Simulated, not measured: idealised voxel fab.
process module | voxel capacitor over wiring
cross-section cut | 270 nm wide | cells 5 nm
A cross-section is a grid of square cells, given in bands from the top down. A band is one or more rows of cells.
Each band's line starts with the height of the band's top and of its bottom, in nm. Then come its materials from left to right, each with its width in nm. One material with "throughout" fills the band from edge to edge. "air" is empty space.
Height 0 is the level under which the wafer as received is all one material. The lowest band goes on downwards, as in "0 down".
A width such as "30 to 40" changes by the same amount from each row of cells to the next, from the band's top row to its bottom row.
"no change" after a step means that no cell of the cross-section changed.
closed voids: empty space of 8 cells or more with no open way to the top, each as width x height at its distance from the left edge, in nm
after a step's settings: what the simulator itself notes on the step
overlay nm, on a step with a mask: how far to the right of its planned place the mask lay; to the left if negative
plan
1 op RECEIVE | material Si
2 op CONFORMAL_DEP | material SiO2 | thk nm 15
3 op DIRECTIONAL_DEP | material TiN | thk nm 5
4 op DIRECTIONAL_DEP | material Ru | thk nm 25
5 op PATTERN | tone cover | mask id METAL_1 | material resist | width nm 20 | pitch nm 75 | thk nm 15 | overlay nm 0
6 op DIRECTIONAL_ETCH | etch materials Ru | depth nm 25
7 op DIRECTIONAL_ETCH | etch materials TiN | depth nm 5
8 op STRIP | etch materials resist
9 op CONFORMAL_DEP | material SiN | thk nm 5
10 op FILL_DEP | material lowk | thk nm 10
11 op CMP | height nm 45
12 op CONFORMAL_DEP | material SiCN | thk nm 5
13 op DIRECTIONAL_DEP | material lowk | thk nm 10
14 op DIRECTIONAL_DEP | material aC | thk nm 10
15 op PATTERN | tone open | mask id PLUG_1 | material resist | width nm 15 | thk nm 25 | overlay nm 0
16 op DIRECTIONAL_ETCH | etch materials aC | depth nm 10
17 op STRIP | etch materials resist
18 op DIRECTIONAL_ETCH | etch materials lowk | depth nm 10
19 op DIRECTIONAL_ETCH | etch materials SiCN | depth nm 5
20 op STRIP | etch materials aC
21 op CONFORMAL_DEP | material TiN | thk nm 5
22 op FILL_DEP | material Ru | thk nm 10
23 op CMP | height nm 60
24 op DIRECTIONAL_DEP | material TiN | thk nm 10
25 op DIRECTIONAL_DEP | material SiN | thk nm 5
26 op DIRECTIONAL_DEP | material TiN | thk nm 10
27 op PATTERN | tone cover | mask id UPPER_PLATE | material resist | width nm 60 | thk nm 20 | overlay nm 0
28 op DIRECTIONAL_ETCH | etch materials TiN | depth nm 10
29 op DIRECTIONAL_ETCH | etch materials SiN | depth nm 5
30 op STRIP | etch materials resist
31 op MASKED_ETCH | tone cover | mask id LOWER_PLATE | width nm 70 | etch materials TiN | depth nm 10 | overlay nm 0
32 op FILL_DEP | material SiO2 | thk nm 20
33 op CMP | height nm 100
34 op DIRECTIONAL_DEP | material aC | thk nm 10
35 op PATTERN | tone open | mask id PLUG_2 | material resist | width nm 15 | thk nm 25 | overlay nm 0
36 op DIRECTIONAL_ETCH | etch materials aC | depth nm 10
37 op STRIP | etch materials resist
38 op DIRECTIONAL_ETCH | etch materials SiO2 | depth nm 15
39 op STRIP | etch materials aC
40 op CONFORMAL_DEP | material TiN | thk nm 5
41 op FILL_DEP | material Ru | thk nm 10
42 op CMP | height nm 100
43 op CONFORMAL_DEP | material SiN | thk nm 5
first wafer, as planned
as received, after step 1
  0 down: Si throughout
  closed voids: none
after step 2
  15 to 0: SiO2 throughout
  below 0: unchanged
after step 3
  20 to 15: TiN throughout
  below 15: unchanged
after step 4
  45 to 20: Ru throughout
  below 20: unchanged
after step 5
  60 to 45: air 85 | resist 20 | air 55 | resist 20 | air 90
  below 45: unchanged
after step 6
  60 to 45: air 85 | resist 20 | air 55 | resist 20 | air 90
  45 to 20: air 85 | Ru 20 | air 55 | Ru 20 | air 90
  below 20: unchanged
after step 7
  60 to 45: air 85 | resist 20 | air 55 | resist 20 | air 90
  45 to 20: air 85 | Ru 20 | air 55 | Ru 20 | air 90
  20 to 15: air 85 | TiN 20 | air 55 | TiN 20 | air 90
  below 15: unchanged
after step 8
  45 to 20: air 85 | Ru 20 | air 55 | Ru 20 | air 90
  below 20: unchanged
after step 9
  50 to 45: air 80 | SiN 30 | air 45 | SiN 30 | air 85
  45 to 20: air 80 | SiN 5 | Ru 20 | SiN 5 | air 45 | SiN 5 | Ru 20 | SiN 5 | air 85
  20 to 15: SiN 85 | TiN 20 | SiN 55 | TiN 20 | SiN 90
  below 15: unchanged
after step 10
  60 to 50: lowk throughout
  50 to 45: lowk 80 | SiN 30 | lowk 45 | SiN 30 | lowk 85
  45 to 20: lowk 80 | SiN 5 | Ru 20 | SiN 5 | lowk 45 | SiN 5 | Ru 20 | SiN 5 | lowk 85
  below 20: unchanged
after step 11
  45 to 20: lowk 80 | SiN 5 | Ru 20 | SiN 5 | lowk 45 | SiN 5 | Ru 20 | SiN 5 | lowk 85
  below 20: unchanged
after step 12
  50 to 45: SiCN throughout
  below 45: unchanged
after step 13
  60 to 50: lowk throughout
  below 50: unchanged
after step 14
  70 to 60: aC throughout
  below 60: unchanged
after step 15
  95 to 70: resist 90 | air 15 | resist 165
  below 70: unchanged
after step 16
  85 to 70: resist 90 | air 15 | resist 165
  70 to 60: aC 90 | air 15 | aC 165
  below 60: unchanged
after step 17
  70 to 60: aC 90 | air 15 | aC 165
  below 60: unchanged
after step 18
  70 to 60: aC 90 | air 15 | aC 165
  60 to 50: lowk 90 | air 15 | lowk 165
  below 50: unchanged
after step 19
  70 to 60: aC 90 | air 15 | aC 165
  60 to 50: lowk 90 | air 15 | lowk 165
  50 to 45: SiCN 90 | air 15 | SiCN 165
  below 45: unchanged
after step 20
  60 to 50: lowk 90 | air 15 | lowk 165
  below 50: unchanged
after step 21
  65 to 60: TiN 95 | air 5 | TiN 170
  60 to 50: lowk 90 | TiN 5 | air 5 | TiN 5 | lowk 165
  50 to 45: SiCN 90 | TiN 15 | SiCN 165
  below 45: unchanged
after step 22
  75 to 65: Ru throughout
  65 to 60: TiN 95 | Ru 5 | TiN 170
  60 to 50: lowk 90 | TiN 5 | Ru 5 | TiN 5 | lowk 165
  below 50: unchanged
after step 23
  60 to 50: lowk 90 | TiN 5 | Ru 5 | TiN 5 | lowk 165
  below 50: unchanged
after step 24
  70 to 60: TiN throughout
  below 60: unchanged
after step 25
  75 to 70: SiN throughout
  below 70: unchanged
after step 26
  85 to 75: TiN throughout
  below 75: unchanged
after step 27
  105 to 85: air 90 | resist 60 | air 120
  below 85: unchanged
after step 28
  105 to 85: air 90 | resist 60 | air 120
  85 to 75: air 90 | TiN 60 | air 120
  below 75: unchanged
after step 29
  105 to 85: air 90 | resist 60 | air 120
  85 to 75: air 90 | TiN 60 | air 120
  75 to 70: air 90 | SiN 60 | air 120
  below 70: unchanged
after step 30
  85 to 75: air 90 | TiN 60 | air 120
  below 75: unchanged
after step 31
  85 to 75: air 90 | TiN 60 | air 120
  75 to 70: air 90 | SiN 60 | air 120
  70 to 60: air 85 | TiN 70 | air 115
  below 60: unchanged
after step 32
  105 to 85: SiO2 throughout
  85 to 75: SiO2 90 | TiN 60 | SiO2 120
  75 to 70: SiO2 90 | SiN 60 | SiO2 120
  70 to 60: SiO2 85 | TiN 70 | SiO2 115
  below 60: unchanged
after step 33
  100 to 85: SiO2 throughout
  below 85: unchanged
after step 34
  110 to 100: aC throughout
  below 100: unchanged
after step 35
  135 to 110: resist 100 | air 15 | resist 155
  below 110: unchanged
after step 36
  125 to 110: resist 100 | air 15 | resist 155
  110 to 100: aC 100 | air 15 | aC 155
  below 100: unchanged
after step 37
  110 to 100: aC 100 | air 15 | aC 155
  below 100: unchanged
after step 38
  110 to 100: aC 100 | air 15 | aC 155
  100 to 85: SiO2 100 | air 15 | SiO2 155
  below 85: unchanged
after step 39
  100 to 85: SiO2 100 | air 15 | SiO2 155
  below 85: unchanged
after step 40
  105 to 100: TiN 105 | air 5 | TiN 160
  100 to 90: SiO2 100 | TiN 5 | air 5 | TiN 5 | SiO2 155
  90 to 85: SiO2 100 | TiN 15 | SiO2 155
  below 85: unchanged
after step 41
  115 to 105: Ru throughout
  105 to 100: TiN 105 | Ru 5 | TiN 160
  100 to 90: SiO2 100 | TiN 5 | Ru 5 | TiN 5 | SiO2 155
  below 90: unchanged
after step 42
  100 to 90: SiO2 100 | TiN 5 | Ru 5 | TiN 5 | SiO2 155
  below 90: unchanged
after step 43
  105 to 100: SiN throughout
  below 100: unchanged
second wafer: like start, like plan, one mistake. Through step 10 it matches the first wafer
when step 11 should have ended: no change
when step 12 should have ended
  65 to 60: SiCN throughout
  below 60: unchanged
when step 13 should have ended
  75 to 65: lowk throughout
  below 65: unchanged
when step 14 should have ended
  85 to 75: aC throughout
  below 75: unchanged
when step 15 should have ended
  110 to 85: resist 90 | air 15 | resist 165
  below 85: unchanged
when step 16 should have ended
  100 to 85: resist 90 | air 15 | resist 165
  85 to 75: aC 90 | air 15 | aC 165
  below 75: unchanged
when step 17 should have ended
  85 to 75: aC 90 | air 15 | aC 165
  below 75: unchanged
when step 18 should have ended
  85 to 75: aC 90 | air 15 | aC 165
  75 to 65: lowk 90 | air 15 | lowk 165
  below 65: unchanged
when step 19 should have ended
  85 to 75: aC 90 | air 15 | aC 165
  75 to 65: lowk 90 | air 15 | lowk 165
  65 to 60: SiCN 90 | air 15 | SiCN 165
  below 60: unchanged
when step 20 should have ended
  75 to 65: lowk 90 | air 15 | lowk 165
  below 65: unchanged
when step 21 should have ended
  80 to 75: TiN 95 | air 5 | TiN 170
  75 to 65: lowk 90 | TiN 5 | air 5 | TiN 5 | lowk 165
  65 to 60: SiCN 90 | TiN 15 | SiCN 165
  below 60: unchanged
when step 22 should have ended
  90 to 80: Ru throughout
  80 to 75: TiN 95 | Ru 5 | TiN 170
  75 to 65: lowk 90 | TiN 5 | Ru 5 | TiN 5 | lowk 165
  below 65: unchanged
when step 23 should have ended
  60 to 50: lowk throughout
  below 50: unchanged
when step 24 should have ended
  70 to 60: TiN throughout
  below 60: unchanged
when step 25 should have ended
  75 to 70: SiN throughout
  below 70: unchanged
when step 26 should have ended
  85 to 75: TiN throughout
  below 75: unchanged
when step 27 should have ended
  105 to 85: air 90 | resist 60 | air 120
  below 85: unchanged
when step 28 should have ended
  105 to 85: air 90 | resist 60 | air 120
  85 to 75: air 90 | TiN 60 | air 120
  below 75: unchanged
when step 29 should have ended
  105 to 85: air 90 | resist 60 | air 120
  85 to 75: air 90 | TiN 60 | air 120
  75 to 70: air 90 | SiN 60 | air 120
  below 70: unchanged
when step 30 should have ended
  85 to 75: air 90 | TiN 60 | air 120
  below 75: unchanged
when step 31 should have ended
  85 to 75: air 90 | TiN 60 | air 120
  75 to 70: air 90 | SiN 60 | air 120
  70 to 60: air 85 | TiN 70 | air 115
  below 60: unchanged
when step 32 should have ended
  105 to 85: SiO2 throughout
  85 to 75: SiO2 90 | TiN 60 | SiO2 120
  75 to 70: SiO2 90 | SiN 60 | SiO2 120
  70 to 60: SiO2 85 | TiN 70 | SiO2 115
  below 60: unchanged
when step 33 should have ended
  100 to 85: SiO2 throughout
  below 85: unchanged
when step 34 should have ended
  110 to 100: aC throughout
  below 100: unchanged
when step 35 should have ended
  135 to 110: resist 100 | air 15 | resist 155
  below 110: unchanged
when step 36 should have ended
  125 to 110: resist 100 | air 15 | resist 155
  110 to 100: aC 100 | air 15 | aC 155
  below 100: unchanged
when step 37 should have ended
  110 to 100: aC 100 | air 15 | aC 155
  below 100: unchanged
when step 38 should have ended
  110 to 100: aC 100 | air 15 | aC 155
  100 to 85: SiO2 100 | air 15 | SiO2 155
  below 85: unchanged
when step 39 should have ended
  100 to 85: SiO2 100 | air 15 | SiO2 155
  below 85: unchanged
when step 40 should have ended
  105 to 100: TiN 105 | air 5 | TiN 160
  100 to 90: SiO2 100 | TiN 5 | air 5 | TiN 5 | SiO2 155
  90 to 85: SiO2 100 | TiN 15 | SiO2 155
  below 85: unchanged
when step 41 should have ended
  115 to 105: Ru throughout
  105 to 100: TiN 105 | Ru 5 | TiN 160
  100 to 90: SiO2 100 | TiN 5 | Ru 5 | TiN 5 | SiO2 155
  below 90: unchanged
when step 42 should have ended
  100 to 90: SiO2 100 | TiN 5 | Ru 5 | TiN 5 | SiO2 155
  below 90: unchanged
when step 43 should have ended
  105 to 100: SiN throughout
  below 100: unchanged
what went wrong: step 11 was left out
at the end the second wafer has, in cells: 2 fewer of Ru | 51 fewer of SiCN | 12 more of SiN | 7 fewer of TiN | 48 more of lowk
